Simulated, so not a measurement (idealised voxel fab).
process module | voxel wiring stack
cross-section cut | 250 nm wide | cells 5 nm
A cross-section is a grid of square cells, given in bands from the top down. A band is one or more rows of cells.
Each band's line starts with the height of the band's top and of its bottom, in nm. Then come its materials from left to right, each with its width in nm. One material with "throughout" fills the band from edge to edge. "air" is empty space.
Height 0 is the level under which the wafer as received is all one material. The lowest band goes on downwards, as in "0 down".
A width such as "30 to 40" changes by the same amount from each row of cells to the next, from the band's top row to its bottom row.
"no change" after a step means that no cell of the cross-section changed.
closed voids: empty space of 8 cells or more with no open way to the top, each as width x height at its distance from the left edge, in nm
after a step's settings: what the simulator itself notes on the step
overlay nm, on a step with a mask: how far to the right of its planned place the mask lay; to the left if negative
plan
1 op RECEIVE | material Si
2 op CONFORMAL_DEP | material SiO2 | thk nm 10
3 op CONFORMAL_DEP | material SiCN | thk nm 5
4 op DIRECTIONAL_DEP | material lowk | thk nm 15
5 op DIRECTIONAL_DEP | material aC | thk nm 15
6 op PATTERN | tone open | mask id METAL_1 | material resist | width nm 20 | pitch nm 40 | thk nm 35 | overlay nm 0
7 op DIRECTIONAL_ETCH | etch materials aC | depth nm 15
8 op STRIP | etch materials resist
9 op DIRECTIONAL_ETCH | etch materials lowk | depth nm 15
10 op DIRECTIONAL_ETCH | etch materials SiCN | depth nm 5
11 op STRIP | etch materials aC
12 op CONFORMAL_DEP | material TiN | thk nm 5
13 op FILL_DEP | material W | thk nm 5
14 op CMP | height nm 30
15 op CONFORMAL_DEP | material SiCN | thk nm 5
16 op DIRECTIONAL_DEP | material SiO2 | thk nm 10
17 op DIRECTIONAL_DEP | material aC | thk nm 10
18 op PATTERN | tone open | mask id PLUG_1 | material resist | width nm 15 | pitch nm 40 | thk nm 30 | overlay nm 0
19 op DIRECTIONAL_ETCH | etch materials aC | depth nm 10
20 op STRIP | etch materials resist
21 op DIRECTIONAL_ETCH | etch materials SiO2 | depth nm 10
22 op DIRECTIONAL_ETCH | etch materials SiCN | depth nm 5
23 op STRIP | etch materials aC
24 op CONFORMAL_DEP | material TiN | thk nm 5
25 op FILL_DEP | material Cu | thk nm 10
26 op CMP | height nm 45
27 op CONFORMAL_DEP | material SiCN | thk nm 5
28 op DIRECTIONAL_DEP | material SiO2 | thk nm 15
29 op DIRECTIONAL_DEP | material aC | thk nm 15
30 op PATTERN | tone open | mask id METAL_2 | material resist | width nm 20 | pitch nm 40 | thk nm 35 | overlay nm 0
31 op DIRECTIONAL_ETCH | etch materials aC | depth nm 15
32 op STRIP | etch materials resist
33 op DIRECTIONAL_ETCH | etch materials SiO2 | depth nm 15
34 op DIRECTIONAL_ETCH | etch materials SiCN | depth nm 5
35 op STRIP | etch materials aC
36 op CONFORMAL_DEP | material TiN | thk nm 5
37 op FILL_DEP | material Ru | thk nm 5
38 op CMP | height nm 65
39 op CONFORMAL_DEP | material SiCN | thk nm 5
40 op DIRECTIONAL_DEP | material lowk | thk nm 35
41 op DIRECTIONAL_DEP | material aC | thk nm 10
42 op PATTERN | tone open | mask id METAL_3_HOLES | material resist | width nm 15 | pitch nm 40 | thk nm 25 | overlay nm 0
43 op DIRECTIONAL_ETCH | etch materials aC | depth nm 10
44 op STRIP | etch materials resist
45 op DIRECTIONAL_ETCH | etch materials lowk | depth nm 35
46 op STRIP | etch materials aC
47 op PATTERN | tone open | mask id METAL_3 | material resist | width nm 20 | pitch nm 40 | thk nm 20 | overlay nm 0
48 op DIRECTIONAL_ETCH | etch materials lowk | depth nm 20
49 op DIRECTIONAL_ETCH | etch materials SiCN | depth nm 5
50 op STRIP | etch materials resist
51 op CONFORMAL_DEP | material TiN | thk nm 5
52 op FILL_DEP | material Cu | thk nm 5
53 op CMP | height nm 105
54 op CONFORMAL_DEP | material SiN | thk nm 5
as received, after step 1
  0 down: Si throughout
  closed voids: none
first wafer at the end, as planned
  110 to 105: SiN throughout
  105 to 90: lowk 75 | TiN 5 | Cu 10 | TiN 5 | lowk 20 | TiN 5 | Cu 10 | TiN 5 | lowk 20 | TiN 5 | Cu 10 | TiN 5 | lowk 75
  90 to 85: lowk 75 | TiN 5 | Cu 5 | TiN 10 | lowk 20 | TiN 5 | Cu 5 | TiN 10 | lowk 20 | TiN 5 | Cu 5 | TiN 10 | lowk 75
  85 to 70: lowk 75 | TiN 5 | Cu 5 | TiN 5 | lowk 25 | TiN 5 | Cu 5 | TiN 5 | lowk 25 | TiN 5 | Cu 5 | TiN 5 | lowk 80
  70 to 65: SiCN 75 | TiN 15 | SiCN 25 | TiN 15 | SiCN 25 | TiN 15 | SiCN 80
  65 to 50: SiO2 75 | TiN 5 | Ru 10 | TiN 5 | SiO2 20 | TiN 5 | Ru 10 | TiN 5 | SiO2 20 | TiN 5 | Ru 10 | TiN 5 | SiO2 75
  50 to 45: SiCN 75 | TiN 20 | SiCN 20 | TiN 20 | SiCN 20 | TiN 20 | SiCN 75
  45 to 35: SiO2 75 | TiN 5 | Cu 5 | TiN 5 | SiO2 25 | TiN 5 | Cu 5 | TiN 5 | SiO2 25 | TiN 5 | Cu 5 | TiN 5 | SiO2 80
  35 to 30: SiCN 75 | TiN 15 | SiCN 25 | TiN 15 | SiCN 25 | TiN 15 | SiCN 80
  30 to 15: lowk 75 | TiN 5 | W 10 | TiN 5 | lowk 20 | TiN 5 | W 10 | TiN 5 | lowk 20 | TiN 5 | W 10 | TiN 5 | lowk 75
  15 to 10: SiCN 75 | TiN 20 | SiCN 20 | TiN 20 | SiCN 20 | TiN 20 | SiCN 75
  10 to 0: SiO2 throughout
  0 down: Si throughout
  closed voids: none
second wafer at the end: like start, like plan, one mistake
  110 to 105: SiN throughout
  105 to 90: lowk 75 | TiN 5 | Cu 10 | TiN 5 | lowk 20 | TiN 5 | Cu 10 | TiN 5 | lowk 20 | TiN 5 | Cu 10 | TiN 5 | lowk 75
  90 to 85: lowk 75 | TiN 5 | Cu 5 | TiN 10 | lowk 20 | TiN 5 | Cu 5 | TiN 10 | lowk 20 | TiN 5 | Cu 5 | TiN 10 | lowk 75
  85 to 70: lowk 75 | TiN 5 | Cu 5 | TiN 5 | lowk 25 | TiN 5 | Cu 5 | TiN 5 | lowk 25 | TiN 5 | Cu 5 | TiN 5 | lowk 80
  70 to 65: SiCN 75 | TiN 15 | SiCN 25 | TiN 15 | SiCN 25 | TiN 15 | SiCN 80
  65 to 50: SiO2 75 | TiN 5 | Ru 10 | TiN 5 | SiO2 20 | TiN 5 | Ru 10 | TiN 5 | SiO2 20 | TiN 5 | Ru 10 | TiN 5 | SiO2 75
  50 to 45: SiCN 75 | TiN 20 | SiCN 20 | TiN 20 | SiCN 20 | TiN 20 | SiCN 75
  45 to 35: SiO2 75 | TiN 5 | Cu 5 | TiN 5 | SiO2 25 | TiN 5 | Cu 5 | TiN 5 | SiO2 25 | TiN 5 | Cu 5 | TiN 5 | SiO2 80
  35 to 30: SiCN 75 | TiN 15 | SiCN 25 | TiN 15 | SiCN 25 | TiN 15 | SiCN 80
  30 to 20: lowk 75 | TiN 5 | W 10 | TiN 5 | lowk 20 | TiN 5 | W 10 | TiN 5 | lowk 20 | TiN 5 | W 10 | TiN 5 | lowk 75
  20 to 15: lowk 75 | TiN 20 | lowk 20 | TiN 20 | lowk 20 | TiN 20 | lowk 75
  15 to 5: SiO2 throughout
  5 to 0: SiCN throughout
  0 down: Si throughout
  closed voids: none
what went wrong: steps 2 and 3 were swapped
at the end the second wafer has, in cells: 12 more of SiCN | 6 fewer of TiN | 6 fewer of W
